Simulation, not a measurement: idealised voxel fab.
Process module in this document: voxel gate over fins
Displayed cross-section: cut, width of 210 nm, square cells sized 5 nm.
Cross-section layout: square cells on a grid; listed as bands, top to bottom; a band spans one or more cell rows. A band entry consists of two parts. The first gives the height of the band's top and the height of its bottom, in nm. The rest lists the band's materials from left to right, each with its width in nm. A single material labelled with the word "all across" fills the band from edge to edge, and the word "blank" marks empty space. Heights from 0 (as-received wafer is one material below). Bottom band endless downward, as "0 down". Width: "30->40" (first number = top row, second number = bottom row, same change from row to row of cells). "everything unchanged" after a step means that no cell of the cross-section changed. Entry "Sealed cavities". Content: empty spaces with no open connection to the top, size 8 cells or greater. Each: width x height at distance. Distance: from left edge. Unit: nm. That trailing text on a step's line, after the settings, is the simulator's own remark on the step. On any step carrying a mask, the "overlay nm" setting, if present on the step's line, tells how far right of its planned place the mask lay; negative values point to the left.
## List of planned process steps
1. RECEIVE, material Si
2. CONFORMAL_DEP, material SiN, thk nm 5
3. DIRECTIONAL_DEP, material aC, thk nm 10
4. PATTERN, tone cover, mask id FINS, material resist, width nm 15, pitch nm 35, thk nm 30, overlay nm 0
5. DIRECTIONAL_ETCH, etch materials aC, depth nm 10
6. STRIP, etch materials resist
7. DIRECTIONAL_ETCH, etch materials SiN, depth nm 5
8. DIRECTIONAL_ETCH, etch materials Si, depth nm 35
9. STRIP, etch materials aC
10. OXIDIZE, depth nm 5
11. FILL_DEP, material SiO2, thk nm 15
12. CMP, height nm 5
13. SELECTIVE_ETCH, etch materials SiO2, depth nm 20
14. STRIP, etch materials SiN
15. CONFORMAL_DEP, material HfO2, thk nm 5
16. CONFORMAL_DEP, material TiN, thk nm 5
17. CONFORMAL_DEP, material TiAl, thk nm 5
18. CONFORMAL_DEP, material TiN, thk nm 5
19. FILL_DEP, material W, thk nm 15
20. CMP, height nm 30
21. CONFORMAL_DEP, material SiN, thk nm 5
## Cross-section of the wafer at receipt, which is the condition after step 1
  0 down  Si all across
  Sealed cavities: none
## The first of the two wafers as seen in cross-section once the module was finished; processing followed the plan
  35 to 30  SiN all across
  30 to 20  W all across
  20 to 15  W: 30, TiN: 150, W: 30
  15 to 10  W: 30, TiN: 5, TiAl: 140, TiN: 5, W: 30
  10 to 5  W: 30, TiN: 5, TiAl: 5, TiN: 25, TiAl: 10, TiN: 25, TiAl: 10, TiN: 25, TiAl: 10, TiN: 25, TiAl: 5, TiN: 5, W: 30
  5 to 0  TiN: 35, TiAl: 5, TiN: 5, HfO2: 15, TiN: 5, TiAl: 10, TiN: 5, HfO2: 15, TiN: 5, TiAl: 10, TiN: 5, HfO2: 15, TiN: 5, TiAl: 10, TiN: 5, HfO2: 15, TiN: 5, TiAl: 5, TiN: 35
  0 to -5  TiAl: 40, TiN: 5, HfO2: 5, Si: 5, HfO2: 5, TiN: 5, TiAl: 10, TiN: 5, HfO2: 5, Si: 5, HfO2: 5, TiN: 5, TiAl: 10, TiN: 5, HfO2: 5, Si: 5, HfO2: 5, TiN: 5, TiAl: 10, TiN: 5, HfO2: 5, Si: 5, HfO2: 5, TiN: 5, TiAl: 40
  -5 to -10  TiN: 45, HfO2: 5, Si: 5, HfO2: 5, TiN: 20, HfO2: 5, Si: 5, HfO2: 5, TiN: 20, HfO2: 5, Si: 5, HfO2: 5, TiN: 20, HfO2: 5, Si: 5, HfO2: 5, TiN: 45
  -10 to -15  HfO2: 50, Si: 5, HfO2: 30, Si: 5, HfO2: 30, Si: 5, HfO2: 30, Si: 5, HfO2: 50
  -15 to -40  SiO2: 50, Si: 5, SiO2: 30, Si: 5, SiO2: 30, Si: 5, SiO2: 30, Si: 5, SiO2: 50
  -40 down  Si all across
  Sealed cavities: none
## Presented here is a cross-section of the second of the two wafers as it stood at the end of the module. It was started in the same manner and assigned the same plan as the first wafer; however, one mistake was made in its execution
  35 to 30  SiN all across
  30 to 20  W all across
  20 to 15  W: 30, TiN: 150, W: 30
  15 to 5  W: 30, TiN: 5, TiAl: 140, TiN: 5, W: 30
  5 to 0  TiN: 35, TiAl: 10, HfO2: 15, TiAl: 20, HfO2: 15, TiAl: 20, HfO2: 15, TiAl: 20, HfO2: 15, TiAl: 10, TiN: 35
  0 to -10  TiAl: 45, HfO2: 5, Si: 5, HfO2: 5, TiAl: 20, HfO2: 5, Si: 5, HfO2: 5, TiAl: 20, HfO2: 5, Si: 5, HfO2: 5, TiAl: 20, HfO2: 5, Si: 5, HfO2: 5, TiAl: 45
  -10 to -15  HfO2: 50, Si: 5, HfO2: 30, Si: 5, HfO2: 30, Si: 5, HfO2: 30, Si: 5, HfO2: 50
  -15 to -40  SiO2: 50, Si: 5, SiO2: 30, Si: 5, SiO2: 30, Si: 5, SiO2: 30, Si: 5, SiO2: 50
  -40 down  Si all across
  Sealed cavities: none
Which mistake was made when the wafer was run? for step 16, the planned setting was not used; the step was instead run as CONFORMAL_DEP, material TiAl, thk nm 5
The final cell counts differ between the wafers, with the second having more or fewer of some materials than the first: 66 more of TiAl; 66 fewer of TiN
